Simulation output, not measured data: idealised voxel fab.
voxel lift off: a process module
Pictured: cross-section cut, 165 nm wide, on a grid of 5 nm square cells.
A cross-section in this document is a grid of square cells, and it is written down as bands, the top band listed before the ones below it; a band is made up of one or more rows of cells.
Read a band's entry like this: the first values are the height of its top and the height of its bottom in nm, and what follows is the sequence of materials from left to right, each with its width in nm. Note that "blank" is empty space, and that a single material marked "throughout" reaches across the band from edge to edge.
Note: height 0 marks the level under which the wafer is uniformly one material as received. Lowest band unbounded below, written "z 0 and below".
The expression "30 to 40" gives the width at the extremes of the band, the first number at its top row of cells and the second at its bottom row, with the width changing by equal amounts from each row to the next in between.
"nothing different" for a step: no cell of the cross-section changed in that step.
"Closed empty spaces": empty spaces of 8 cells or more with no open way to the top, each given as width x height at distance, distance from the left edge, all in nm.
If you see something after the settings on a step's line, that's the simulator's own remark about that step.
overlay nm: mask offset rightward from planned place, masked step; negative means leftward offset.

THE STEPS PLANNED FOR THE PROCESS ARE AS FOLLOWS
1) RECEIVE | material Si
2) CONFORMAL_DEP | material SiO2 | thk nm 15
3) PATTERN | tone open | mask id LINES | material resist | width nm 20 | pitch nm 35 | thk nm 25 | overlay nm 0
4) DIRECTIONAL_DEP | material Ru | thk nm 15
5) STRIP | etch materials resist
6) CONFORMAL_DEP | material SiN | thk nm 10

CROSS-SECTIONAL VIEW OF THE WAFER IN ITS AS-RECEIVED CONDITION, CORRESPONDING TO THE STATE AFTER STEP 1
z 0 and below  Si throughout
Closed empty spaces: none

BELOW IS THE WAFER IN CROSS-SECTION AFTER THE MODULE WAS COMPLETED. IT BEGAN FROM THE STARTING POINT SHOWN ABOVE AND FOLLOWED THE PLAN SHOWN ABOVE, EXCEPT THAT ONE MISTAKE WAS MADE WHILE RUNNING IT
z 40 to 30  blank 15 nm | SiN 110 nm | blank 40 nm
z 30 to 25  blank 15 nm | SiN 10 nm | Ru 20 nm | SiN 15 nm | Ru 20 nm | SiN 15 nm | Ru 20 nm | SiN 10 nm | blank 40 nm
z 25 to 15  SiN 25 nm | Ru 20 nm | SiN 15 nm | Ru 20 nm | SiN 15 nm | Ru 20 nm | SiN 50 nm
z 15 to 0  SiO2 throughout
z 0 and below  Si throughout
Closed empty spaces: none
Here's what went sideways: step 3 ran differently from the plan; actual operation with settings: PATTERN | tone open | mask id LINES | material resist | width nm 20 | pitch nm 35 | thk nm 25 | overlay nm -10
